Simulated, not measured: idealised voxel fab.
Name of the process module below: voxel released beams
Shown is cross-section cut, with a width of 295 nm and square cells of size 5 nm.
Reading order for cross-sections: top band down to bottom band. Underlying form: a grid of square cells. Band size: one or more rows of cells. It is stipulated that each band's entry specify, in nanometres, the height of the top of the band and then that of its bottom, followed by the materials of the band in left-to-right sequence, each together with its width in nanometres. A single material marked by the word "throughout" is understood to fill the band from edge to edge; the word "empty" is understood to denote empty space. Where do heights start? At 0: under that level the wafer as delivered is made of one material only. And the lowest band has no floor; it just carries on downward, as in "0 and below". It should be noted that a width expressed as "30 to 40" varies in equal increments from row to row of cells within the band, taking the value of the first number at the top row and that of the second number at the bottom row. The designation "remained unchanged", where it is given for a processing step, indicates that no cell of the cross-section was altered in the course of that step. The entry "Unvented cavities" lists the empty spaces that cover at least 8 cells and have no open path to the top. Each is written as width x height at distance, where the distance is measured from the left edge and all three values are in nm. On a step's line, text after the settings is the simulator commenting on that step. The optional step-line setting "overlay nm" applies to steps with a mask and quantifies how far to the right of its planned location the mask lay, a negative value indicating leftward placement.
-- These are the steps we planned for the process
step 1: RECEIVE (material Si)
step 2: CONFORMAL_DEP (material Al2O3; thk nm 5)
step 3: DIRECTIONAL_DEP (material SiO2; thk nm 20)
step 4: MASKED_ETCH (tone open; mask id ANCHOR; width nm 35; etch materials SiO2; depth nm 20; overlay nm 0)
step 5: CONFORMAL_DEP (material SiN; thk nm 10)
step 6: DIRECTIONAL_DEP (material aC; thk nm 15)
step 7: PATTERN (tone cover; mask id BEAM; material resist; width nm 110; thk nm 30; overlay nm 0)
step 8: DIRECTIONAL_ETCH (etch materials aC; depth nm 15)
step 9: STRIP (etch materials resist)
step 10: DIRECTIONAL_ETCH (etch materials SiN; depth nm 10)
step 11: STRIP (etch materials aC)
step 12: STRIP (etch materials SiO2)
-- Incoming wafer, cross-sectional view, post step 1
	0 and below: Si throughout
	Unvented cavities: none
-- Cross-section taken at module completion on the first of two wafers; processed per the plan
	35 down to 25: empty 90 / SiN 15 / empty 15 / SiN 80 / empty 95
	25 down to 15: empty 95 / SiN 10 / empty 15 / SiN 10 / empty 165
	15 down to 5: empty 95 / SiN 35 / empty 165
	5 down to 0: Al2O3 throughout
	0 and below: Si throughout
	Unvented cavities: none
-- So this is wafer number two of the two, cut at the end of the module - it started where the first did and had the same plan, we just got one thing wrong running it
	35 down to 25: empty 90 / SiN 110 / empty 95
	25 down to 20: Al2O3 throughout
	20 down to 0: SiO2 throughout
	0 and below: Si throughout
	Unvented cavities: none
What was done differently from what was planned? steps 2 and 3 of the plan were each performed in the slot designated for the other
Heads up, by the end the second wafer has more or fewer cells of some materials compared to the first: -16 SiN, +236 SiO2
